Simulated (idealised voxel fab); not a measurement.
process module | voxel wiring stack
cross-section cut | 275 nm wide | cells 5 nm
A cross-section is a grid of square cells, given in bands from the top down. A band is one or more rows of cells.
Each band's line starts with the height of the band's top and of its bottom, in nm. Then come its materials from left to right, each with its width in nm. One material with "throughout" fills the band from edge to edge. "air" is empty space.
Height 0 is the level under which the wafer as received is all one material. The lowest band goes on downwards, as in "0 down".
A width such as "30 to 40" changes by the same amount from each row of cells to the next, from the band's top row to its bottom row.
"no change" after a step means that no cell of the cross-section changed.
closed voids: empty space of 8 cells or more with no open way to the top, each as width x height at its distance from the left edge, in nm
after a step's settings: what the simulator itself notes on the step
overlay nm, on a step with a mask: how far to the right of its planned place the mask lay; to the left if negative
plan
1 op RECEIVE | material Si
2 op CONFORMAL_DEP | material SiO2 | thk nm 15
3 op DIRECTIONAL_DEP | material TiN | thk nm 5
4 op DIRECTIONAL_DEP | material W | thk nm 25
5 op DIRECTIONAL_DEP | material aC | thk nm 10
6 op PATTERN | tone cover | mask id METAL_1 | material resist | width nm 25 | pitch nm 55 | thk nm 30 | overlay nm 0
7 op DIRECTIONAL_ETCH | etch materials aC | depth nm 10
8 op STRIP | etch materials resist
9 op DIRECTIONAL_ETCH | etch materials W | depth nm 25
10 op DIRECTIONAL_ETCH | etch materials TiN | depth nm 5
11 op STRIP | etch materials aC
12 op FILL_DEP | material SiO2 | thk nm 5
13 op CMP | height nm 45
14 op CONFORMAL_DEP | material SiCN | thk nm 5
15 op DIRECTIONAL_DEP | material SiO2 | thk nm 15
16 op DIRECTIONAL_DEP | material aC | thk nm 15
17 op PATTERN | tone open | mask id PLUG_1 | material resist | width nm 15 | pitch nm 110 | thk nm 35 | overlay nm 0
18 op DIRECTIONAL_ETCH | etch materials aC | depth nm 15
19 op STRIP | etch materials resist
20 op DIRECTIONAL_ETCH | etch materials SiO2 | depth nm 15
21 op DIRECTIONAL_ETCH | etch materials SiCN | depth nm 5
22 op STRIP | etch materials aC
23 op CONFORMAL_DEP | material TiN | thk nm 5
24 op FILL_DEP | material Cu | thk nm 10
25 op CMP | height nm 65
26 op DIRECTIONAL_DEP | material TiN | thk nm 5
27 op DIRECTIONAL_DEP | material W | thk nm 15
28 op PATTERN | tone cover | mask id METAL_2 | material resist | width nm 25 | pitch nm 55 | thk nm 20 | overlay nm 0
29 op DIRECTIONAL_ETCH | etch materials W | depth nm 15
30 op DIRECTIONAL_ETCH | etch materials TiN | depth nm 5
31 op STRIP | etch materials resist
32 op CONFORMAL_DEP | material SiCN | thk nm 5
33 op FILL_DEP | material SiO2 | thk nm 10
34 op CMP | height nm 85
35 op CONFORMAL_DEP | material SiCN | thk nm 5
36 op DIRECTIONAL_DEP | material SiO2 | thk nm 25
37 op PATTERN | tone open | mask id METAL_3 | material resist | width nm 25 | pitch nm 55 | thk nm 20 | overlay nm 0
38 op DIRECTIONAL_ETCH | etch materials SiO2 | depth nm 15
39 op STRIP | etch materials resist
40 op PATTERN | tone open | mask id METAL_3_HOLES | material resist | width nm 15 | pitch nm 55 | thk nm 20 | overlay nm 0
41 op DIRECTIONAL_ETCH | etch materials SiO2 | depth nm 10
42 op DIRECTIONAL_ETCH | etch materials SiCN | depth nm 5
43 op STRIP | etch materials resist
44 op CONFORMAL_DEP | material TiN | thk nm 5
45 op FILL_DEP | material Ru | thk nm 5
46 op CMP | height nm 115
47 op CONFORMAL_DEP | material SiCN | thk nm 5
48 op DIRECTIONAL_DEP | material lowk | thk nm 30
49 op DIRECTIONAL_DEP | material aC | thk nm 15
50 op PATTERN | tone open | mask id METAL_4 | material resist | width nm 25 | pitch nm 55 | thk nm 35 | overlay nm 0
51 op DIRECTIONAL_ETCH | etch materials aC | depth nm 15
52 op STRIP | etch materials resist
53 op DIRECTIONAL_ETCH | etch materials lowk | depth nm 15
54 op STRIP | etch materials aC
55 op DIRECTIONAL_DEP | material aC | thk nm 10
56 op PATTERN | tone open | mask id METAL_4_HOLES | material resist | width nm 15 | pitch nm 55 | thk nm 25 | overlay nm 0
57 op DIRECTIONAL_ETCH | etch materials aC | depth nm 10
58 op STRIP | etch materials resist
59 op DIRECTIONAL_ETCH | etch materials lowk | depth nm 15
60 op DIRECTIONAL_ETCH | etch materials SiCN | depth nm 5
61 op STRIP | etch materials aC
62 op CONFORMAL_DEP | material TiN | thk nm 5
63 op FILL_DEP | material Cu | thk nm 10
64 op CMP | height nm 150
65 op CONFORMAL_DEP | material SiN | thk nm 5
varied across the wafers: thk nm of step 14. The plan shows the first wafer's value. All wafers start alike
first wafer as received, after step 1
  0 down: Si throughout
  closed voids: none
each wafer at the end: cells of each material gained (+) or lost (-) since it was received, then its closed voids
thk nm 5 | +46 Cu | +36 Ru | +194 SiCN | +55 SiN | +794 SiO2 | +186 TiN | +160 W | +234 lowk | closed voids: none
thk nm 10 | +44 Cu | +36 Ru | +249 SiCN | +55 SiN | +745 SiO2 | +182 TiN | +160 W | +234 lowk | closed voids: none
thk nm 15 | +42 Cu | +36 Ru | +304 SiCN | +55 SiN | +696 SiO2 | +178 TiN | +160 W | +234 lowk | closed voids: none
thk nm 20 | +40 Cu | +36 Ru | +359 SiCN | +55 SiN | +647 SiO2 | +174 TiN | +160 W | +234 lowk | closed voids: none
